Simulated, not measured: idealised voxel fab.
process module | voxel self aligned vias
cross-section cut | 210 nm wide | cells 5 nm
A cross-section is a grid of square cells, given in bands from the top down. A band is one or more rows of cells.
Each band's line starts with the height of the band's top and of its bottom, in nm. Then come its materials from left to right, each with its width in nm. One material with "throughout" fills the band from edge to edge. "air" is empty space.
Height 0 is the level under which the wafer as received is all one material. The lowest band goes on downwards, as in "0 down".
A width such as "30 to 40" changes by the same amount from each row of cells to the next, from the band's top row to its bottom row.
"no change" after a step means that no cell of the cross-section changed.
closed voids: empty space of 8 cells or more with no open way to the top, each as width x height at its distance from the left edge, in nm
after a step's settings: what the simulator itself notes on the step
overlay nm, on a step with a mask: how far to the right of its planned place the mask lay; to the left if negative
plan
1 op RECEIVE | material Si
2 op CONFORMAL_DEP | material SiO2 | thk nm 10
3 op CONFORMAL_DEP | material SiCN | thk nm 5
4 op DIRECTIONAL_DEP | material SiO2 | thk nm 30
5 op PATTERN | tone open | mask id LINES | material resist | width nm 20 | pitch nm 65 | thk nm 15 | overlay nm 0
6 op DIRECTIONAL_ETCH | etch materials SiO2 | depth nm 30
7 op STRIP | etch materials resist
8 op CONFORMAL_DEP | material TiN | thk nm 5
9 op FILL_DEP | material W | thk nm 5
10 op CMP | height nm 45
11 op SELECTIVE_ETCH | etch materials W Ru TiN | depth nm 5
12 op FILL_DEP | material SiN | thk nm 5
13 op CMP | height nm 45
14 op DIRECTIONAL_DEP | material SiO2 | thk nm 20
15 op DIRECTIONAL_DEP | material aC | thk nm 10
16 op PATTERN | tone open | mask id VIAS | material resist | width nm 40 | pitch nm 130 | thk nm 30 | overlay nm -5
17 op DIRECTIONAL_ETCH | etch materials aC | depth nm 10
18 op STRIP | etch materials resist
19 op DIRECTIONAL_ETCH | etch materials SiO2 | depth nm 20
20 op DIRECTIONAL_ETCH | etch materials SiN | depth nm 5
21 op STRIP | etch materials aC
22 op CONFORMAL_DEP | material TiN | thk nm 5
23 op FILL_DEP | material Cu | thk nm 5
24 op CMP | height nm 65
25 op CONFORMAL_DEP | material SiCN | thk nm 5
varied across the wafers: overlay nm of step 16. The plan shows the first wafer's value. All wafers start alike
first wafer as received, after step 1
  0 down: Si throughout
  closed voids: none
first wafer at the end, after step 25
  70 to 65: SiCN throughout
  65 to 50: SiO2 15 | TiN 5 | Cu 30 | TiN 5 | SiO2 90 | TiN 5 | Cu 30 | TiN 5 | SiO2 25
  50 to 45: SiO2 15 | TiN 20 | Cu 10 | TiN 10 | SiO2 90 | TiN 20 | Cu 10 | TiN 10 | SiO2 25
  45 to 40: SiO2 30 | TiN 20 | SiO2 45 | SiN 20 | SiO2 45 | TiN 20 | SiO2 30
  40 to 20: SiO2 30 | TiN 5 | W 10 | TiN 5 | SiO2 45 | TiN 5 | W 10 | TiN 5 | SiO2 45 | TiN 5 | W 10 | TiN 5 | SiO2 30
  20 to 15: SiO2 30 | TiN 20 | SiO2 45 | TiN 20 | SiO2 45 | TiN 20 | SiO2 30
  15 to 10: SiCN throughout
  10 to 0: SiO2 throughout
  0 down: Si throughout
  closed voids: none
last wafer at the end
  70 to 65: SiCN throughout
  65 to 50: SiO2 25 | TiN 5 | Cu 30 | TiN 5 | SiO2 90 | TiN 5 | Cu 30 | TiN 5 | SiO2 15
  50 to 45: SiO2 25 | TiN 10 | Cu 10 | TiN 20 | SiO2 90 | TiN 10 | Cu 10 | TiN 20 | SiO2 15
  45 to 40: SiO2 30 | TiN 20 | SiO2 45 | SiN 20 | SiO2 45 | TiN 20 | SiO2 30
  40 to 20: SiO2 30 | TiN 5 | W 10 | TiN 5 | SiO2 45 | TiN 5 | W 10 | TiN 5 | SiO2 45 | TiN 5 | W 10 | TiN 5 | SiO2 30
  20 to 15: SiO2 30 | TiN 20 | SiO2 45 | TiN 20 | SiO2 45 | TiN 20 | SiO2 30
  15 to 10: SiCN throughout
  10 to 0: SiO2 throughout
  0 down: Si throughout
  closed voids: none
each wafer at the end: cells of each material gained (+) or lost (-) since it was received, then its closed voids
overlay nm -5 | +40 Cu | +84 SiCN | +4 SiN | +368 SiO2 | +68 TiN | +24 W | closed voids: none
overlay nm 0 | +40 Cu | +84 SiCN | +4 SiN | +368 SiO2 | +68 TiN | +24 W | closed voids: none
overlay nm 5 | +40 Cu | +84 SiCN | +4 SiN | +368 SiO2 | +68 TiN | +24 W | closed voids: none
